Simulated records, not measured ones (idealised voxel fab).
Presented below is a process module, voxel transistor to metal.
This is section cut - it's 285 nm across, gridded in 5 nm square cells.
Each cross-section below is a grid of square cells, stated as bands in top-down order, with one or more rows of cells making up each band.
Look at the band entry: it leads with the top's height and the bottom's height in nm. Then it lists the materials left to right, with a width in nm for each. The word "everywhere" on a single material says that material fills the band edge to edge. The word "air" is empty space.
Height datum 0, below which the as-received substrate wafer is one material. Lowest band open at the bottom, running downward: "0 -> down".
When a width is written as two numbers, as in "30..40", the first number is the width in the top row of cells of the band and the second is the width in its bottom row, and the width changes by the same amount from each row to the next.
Take "no change" at face value: in the step it is given for, the cross-section changed in none of its cells.
Entry "Enclosed void listing". Content: empty spaces with no open connection to the top, size 8 cells or greater. Each: width x height at distance. Distance: from left edge. Unit: nm.
Past the settings on a step's line: simulator remark, on that step.
overlay nm: how far to the right of its planned place the mask lay on this masked step (negative: to the left).

**Steps planned for the process**
step 1: RECEIVE, material Si
step 2: OXIDIZE, depth nm 5
step 3: CONFORMAL_DEP, material SiN, thk nm 10
step 4: DIRECTIONAL_DEP, material aC, thk nm 10
step 5: PATTERN, tone cover, mask id ACTIVE, material resist, width nm 115, pitch nm 135, thk nm 30, overlay nm 0
step 6: DIRECTIONAL_ETCH, etch materials aC, depth nm 10
step 7: STRIP, etch materials resist
step 8: DIRECTIONAL_ETCH, etch materials SiN, depth nm 10
step 9: DIRECTIONAL_ETCH, etch materials SiO2, depth nm 5
step 10: DIRECTIONAL_ETCH, etch materials Si, depth nm 35
step 11: STRIP, etch materials aC
step 12: OXIDIZE, depth nm 5
step 13: FILL_DEP, material SiO2, thk nm 10
step 14: CMP, height nm 10
step 15: SELECTIVE_ETCH, etch materials SiO2, depth nm 5
step 16: STRIP, etch materials SiN
step 17: SELECTIVE_ETCH, etch materials SiO2, depth nm 5
step 18: OXIDIZE, depth nm 5
step 19: DIRECTIONAL_DEP, material polySi, thk nm 20
step 20: DIRECTIONAL_DEP, material SiCN, thk nm 10
step 21: MASKED_ETCH, tone cover, mask id GATE, width nm 35, pitch nm 135, etch materials SiCN, depth nm 20, overlay nm 0
step 22: MASKED_ETCH, tone cover, mask id GATE, width nm 35, pitch nm 135, etch materials polySi, depth nm 30, overlay nm 0
step 23: CONFORMAL_DEP, material SiN, thk nm 10
step 24: DIRECTIONAL_ETCH, etch materials SiN, depth nm 10
step 25: DIRECTIONAL_ETCH, etch materials SiO2, depth nm 5
step 26: EPI, material SiGe, thk nm 5
step 27: FILL_DEP, material SiO2, thk nm 5
step 28: CMP, height nm 15
step 29: STRIP, etch materials polySi
step 30: SELECTIVE_ETCH, etch materials SiO2, depth nm 5
step 31: CONFORMAL_DEP, material HfO2, thk nm 5
step 32: CONFORMAL_DEP, material TiN, thk nm 5
step 33: FILL_DEP, material W, thk nm 5
step 34: CMP, height nm 10
step 35: DIRECTIONAL_DEP, material SiO2, thk nm 10
step 36: DIRECTIONAL_DEP, material aC, thk nm 15
step 37: PATTERN, tone open, mask id CONTACT, material resist, width nm 15, thk nm 30, overlay nm 0
step 38: DIRECTIONAL_ETCH, etch materials aC, depth nm 15
step 39: STRIP, etch materials resist
step 40: DIRECTIONAL_ETCH, etch materials SiO2, depth nm 25
step 41: STRIP, etch materials aC
step 42: CONFORMAL_DEP, material TiN, thk nm 5
step 43: FILL_DEP, material W, thk nm 10
step 44: CMP, height nm 20
step 45: CONFORMAL_DEP, material SiN, thk nm 5
step 46: DIRECTIONAL_DEP, material lowk, thk nm 20
step 47: PATTERN, tone open, mask id METAL_1, material resist, width nm 15, thk nm 15, overlay nm 0
step 48: DIRECTIONAL_ETCH, etch materials lowk, depth nm 20
step 49: DIRECTIONAL_ETCH, etch materials SiN, depth nm 5
step 50: STRIP, etch materials resist
step 51: CONFORMAL_DEP, material TiN, thk nm 5
step 52: FILL_DEP, material Cu, thk nm 5
step 53: CMP, height nm 45
step 54: EPI, material Ru, thk nm 5
step 55: FILL_DEP, material SiCN, thk nm 5

**Incoming wafer, cross-sectional view, post step 1**
* 0 -> down = Si everywhere
* Enclosed void listing: none

**Cross-section: first of two wafers, module finished, run according to plan**
* 55 -> 50 = SiCN everywhere
* 50 -> 45 = SiCN 20  Ru 25  SiCN 55  Ru 25  SiCN 30  Ru 25  SiCN 55  Ru 25  SiCN 25
* 45 -> 25 = lowk 25  TiN 5  Cu 5  TiN 5  lowk 65  TiN 5  Cu 5  TiN 5  lowk 40  TiN 5  Cu 5  TiN 5  lowk 65  TiN 5  Cu 5  TiN 5  lowk 30
* 25 -> 20 = SiN 25  TiN 15  SiN 65  TiN 15  SiN 40  TiN 15  SiN 65  TiN 15  SiN 30
* 20 -> 10 = SiO2 25  TiN 5  W 5  TiN 5  SiO2 65  TiN 5  W 5  TiN 5  SiO2 40  TiN 5  W 5  TiN 5  SiO2 65  TiN 5  W 5  TiN 5  SiO2 30
* 10 -> 0 = SiO2 25  TiN 5  W 5  TiN 5  SiO2 5  SiN 10  HfO2 5  TiN 5  W 15  TiN 5  HfO2 5  SiN 10  SiO2 5  TiN 5  W 5  TiN 5  SiO2 40  TiN 5  W 5  TiN 5  SiO2 5  SiN 10  HfO2 5  TiN 5  W 15  TiN 5  HfO2 5  SiN 10  SiO2 5  TiN 5  W 5  TiN 5  SiO2 30
* 0 -> -5 = SiO2 10  SiN 10  SiO2 5  TiN 15  SiO2 5  SiN 10  HfO2 5  TiN 25  HfO2 5  SiN 10  SiO2 5  TiN 15  SiO2 5  SiN 10  SiO2 10  SiN 10  SiO2 5  TiN 15  SiO2 5  SiN 10  HfO2 5  TiN 25  HfO2 5  SiN 10  SiO2 5  TiN 15  SiO2 5  SiN 10  SiO2 15
* -5 -> -10 = SiO2 20  SiGe 25  SiO2 5  HfO2 45  SiO2 5  SiGe 25  SiO2 30  SiGe 25  SiO2 5  HfO2 45  SiO2 5  SiGe 25  SiO2 25
* -10 -> -45 = SiO2 20  Si 105  SiO2 30  Si 105  SiO2 25
* -45 -> down = Si everywhere
* Enclosed void listing: none

**End of module, second wafer, cross-section. Started like the first, planned like the first, run with one mistake**
* 55 -> 50 = SiCN everywhere
* 50 -> 45 = SiCN 20  Ru 25  SiCN 55  Ru 25  SiCN 30  Ru 25  SiCN 55  Ru 25  SiCN 25
* 45 -> 25 = lowk 25  TiN 5  Cu 5  TiN 5  lowk 65  TiN 5  Cu 5  TiN 5  lowk 40  TiN 5  Cu 5  TiN 5  lowk 65  TiN 5  Cu 5  TiN 5  lowk 30
* 25 -> 20 = SiN 25  TiN 15  SiN 65  TiN 15  SiN 40  TiN 15  SiN 65  TiN 15  SiN 30
* 20 -> 15 = W 20  TiN 5  SiO2 15  TiN 5  W 55  TiN 5  SiO2 15  TiN 5  W 30  TiN 5  SiO2 15  TiN 5  W 55  TiN 5  SiO2 15  TiN 5  W 25
* 15 -> 10 = W 20  TiN 5  SiO2 15  TiN 65  SiO2 15  TiN 5  W 30  TiN 5  SiO2 15  TiN 65  SiO2 15  TiN 5  W 25
* 10 -> 5 = W 20  TiN 5  SiO2 15  TiN 5  SiN 10  HfO2 5  TiN 5  W 15  TiN 5  HfO2 5  SiN 10  TiN 5  SiO2 15  TiN 5  W 30  TiN 5  SiO2 15  TiN 5  SiN 10  HfO2 5  TiN 5  W 15  TiN 5  HfO2 5  SiN 10  TiN 5  SiO2 15  TiN 5  W 25
* 5 -> 0 = W 5  TiN 20  SiO2 15  TiN 5  SiN 10  HfO2 5  TiN 5  W 15  TiN 5  HfO2 5  SiN 10  TiN 5  SiO2 15  TiN 40  SiO2 15  TiN 5  SiN 10  HfO2 5  TiN 5  W 15  TiN 5  HfO2 5  SiN 10  TiN 5  SiO2 15  TiN 20  W 10
* 0 -> -5 = TiN 10  SiN 10  TiN 5  SiO2 15  TiN 5  SiN 10  HfO2 5  TiN 25  HfO2 5  SiN 10  TiN 5  SiO2 15  TiN 5  SiN 10  TiN 10  SiN 10  TiN 5  SiO2 15  TiN 5  SiN 10  HfO2 5  TiN 25  HfO2 5  SiN 10  TiN 5  SiO2 15  TiN 5  SiN 10  TiN 15
* -5 -> -10 = SiO2 20  SiGe 25  SiO2 5  HfO2 45  SiO2 5  SiGe 25  SiO2 30  SiGe 25  SiO2 5  HfO2 45  SiO2 5  SiGe 25  SiO2 25
* -10 -> -45 = SiO2 20  Si 105  SiO2 30  Si 105  SiO2 25
* -45 -> down = Si everywhere
* Enclosed void listing: none
What was done differently from what was planned? in deviation from the planned setting, step 37 was conducted as PATTERN, tone cover, mask id CONTACT, material resist, width nm 15, thk nm 30, overlay nm 0
Final cells, second wafer relative to first, materials higher or lower: 91 fewer of SiO2; 37 more of TiN; 54 more of W
